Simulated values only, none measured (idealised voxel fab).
process module | voxel tone inversion
cross-section cut | 145 nm wide | cells 5 nm
A cross-section is a grid of square cells, given in bands from the top down. A band is one or more rows of cells.
Each band's line starts with the height of the band's top and of its bottom, in nm. Then come its materials from left to right, each with its width in nm. One material with "throughout" fills the band from edge to edge. "air" is empty space.
Height 0 is the level under which the wafer as received is all one material. The lowest band goes on downwards, as in "0 down".
A width such as "30 to 40" changes by the same amount from each row of cells to the next, from the band's top row to its bottom row.
"no change" after a step means that no cell of the cross-section changed.
closed voids: empty space of 8 cells or more with no open way to the top, each as width x height at its distance from the left edge, in nm
after a step's settings: what the simulator itself notes on the step
overlay nm, on a step with a mask: how far to the right of its planned place the mask lay; to the left if negative
plan
1 op RECEIVE | material Si
2 op CONFORMAL_DEP | material SiN | thk nm 10
3 op DIRECTIONAL_DEP | material polySi | thk nm 15
4 op PATTERN | tone cover | mask id POSTS | material resist | width nm 15 | pitch nm 30 | thk nm 25 | overlay nm 0
5 op DIRECTIONAL_ETCH | etch materials polySi | depth nm 15
6 op STRIP | etch materials resist
7 op FILL_DEP | material SiO2 | thk nm 10
8 op CMP | height nm 25
9 op STRIP | etch materials polySi
10 op CONFORMAL_DEP | material TiN | thk nm 5
11 op FILL_DEP | material Ru | thk nm 10
12 op CMP | height nm 25
13 op CONFORMAL_DEP | material SiCN | thk nm 5
as received, after step 1
  0 down: Si throughout
  closed voids: none
a wafer at the end: this start, this plan, one mistake
  30 to 25: SiCN throughout
  25 to 15: SiO2 30 | TiN 5 | Ru 5 | TiN 5 | SiO2 15 | TiN 5 | Ru 5 | TiN 5 | SiO2 15 | TiN 5 | Ru 5 | TiN 5 | SiO2 40
  15 to 10: SiO2 30 | TiN 15 | SiO2 15 | TiN 15 | SiO2 15 | TiN 15 | SiO2 40
  10 to 0: SiN throughout
  0 down: Si throughout
  closed voids: none
what went wrong: step 4 ran as: op PATTERN | tone cover | mask id POSTS | material resist | width nm 15 | pitch nm 30 | thk nm 25 | overlay nm -5
